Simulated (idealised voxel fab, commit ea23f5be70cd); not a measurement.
The following process module bears the name voxel ribs on slabs.
The cross-section shown here is cut; it is 170 nm wide and divided into square cells measuring 5 nm on a side.
Cross-section spec: square-cell grid; bands listed top down; each band is one or more rows.
Top, bottom (nm), then materials left to right with widths (nm); lone material tagged "everywhere" fills the whole band edge to edge; "blank" = empty space.
The level at which height equals 0 is the one under which the wafer, as it arrives, is entirely one material. No lower edge exists for the bottom band, which continues downward and is notated as in "from 0 down".
The notation "30..40" denotes a width that varies across the rows of cells in the band, beginning at the first number in the top row, finishing at the second number in the bottom row, and changing by an identical amount from each row to the next.
"nothing was modified" -> step changed no cross-section cell.
Basically, "Enclosed internal voids" tells you about the enclosed voids: empty spaces with no open way to the top, 8 cells or bigger, each written width x height at distance, where distance is from the left edge, all in nm.
Step line, after settings: the simulator's comment on this step.
overlay nm: where the mask lay relative to plan, measured to the right, on steps with a mask; negatives go left.

Process steps foreseen in the plan
| 1 | RECEIVE [material Si] |
| 2 | DIRECTIONAL_DEP [material SiO2] [thk nm 25] |
| 3 | DIRECTIONAL_DEP [material SiN] [thk nm 20] |
| 4 | MASKED_ETCH [tone cover] [mask id RIB] [width nm 20] [etch materials SiN] [depth nm 15] [overlay nm 0] |
| 5 | PATTERN [tone cover] [mask id SLAB] [material resist] [width nm 60] [thk nm 15] [overlay nm 0] |
| 6 | DIRECTIONAL_ETCH [etch materials SiN] [depth nm 5] |
| 7 | STRIP [etch materials resist] |
| 8 | FILL_DEP [material SiO2] [thk nm 25] |
| 9 | CMP [height nm 60] |
| 10 | DIRECTIONAL_DEP [material TiN] [thk nm 5] |
| 11 | PATTERN [tone cover] [mask id HEATER] [material resist] [width nm 30] [thk nm 15] [overlay nm 0] |
| 12 | DIRECTIONAL_ETCH [etch materials TiN] [depth nm 5] |
| 13 | STRIP [etch materials resist] |
| 14 | CONFORMAL_DEP [material SiN] [thk nm 10] |

Delivered wafer in cross-section: state after step 1
  from 0 down  Si everywhere
  Enclosed internal voids: none

The following cross-section depicts the wafer upon conclusion of the module. Processing commenced from the starting condition illustrated above and adhered to the plan illustrated above, save for one mistake in execution
  from 75 to 70  60 nm blank, 50 nm SiN, 60 nm blank
  from 70 to 65  SiN everywhere
  from 65 to 60  70 nm SiN, 30 nm TiN, 70 nm SiN
  from 60 to 45  SiO2 everywhere
  from 45 to 30  70 nm SiO2, 20 nm SiN, 80 nm SiO2
  from 30 to 25  55 nm SiO2, 60 nm SiN, 55 nm SiO2
  from 25 to 0  SiO2 everywhere
  from 0 down  Si everywhere
  Enclosed internal voids: none
Which mistake was made when the wafer was run? heads up, step 4 didn't go per plan, it actually ran as MASKED_ETCH [tone cover] [mask id RIB] [width nm 20] [etch materials SiN] [depth nm 15] [overlay nm -5]
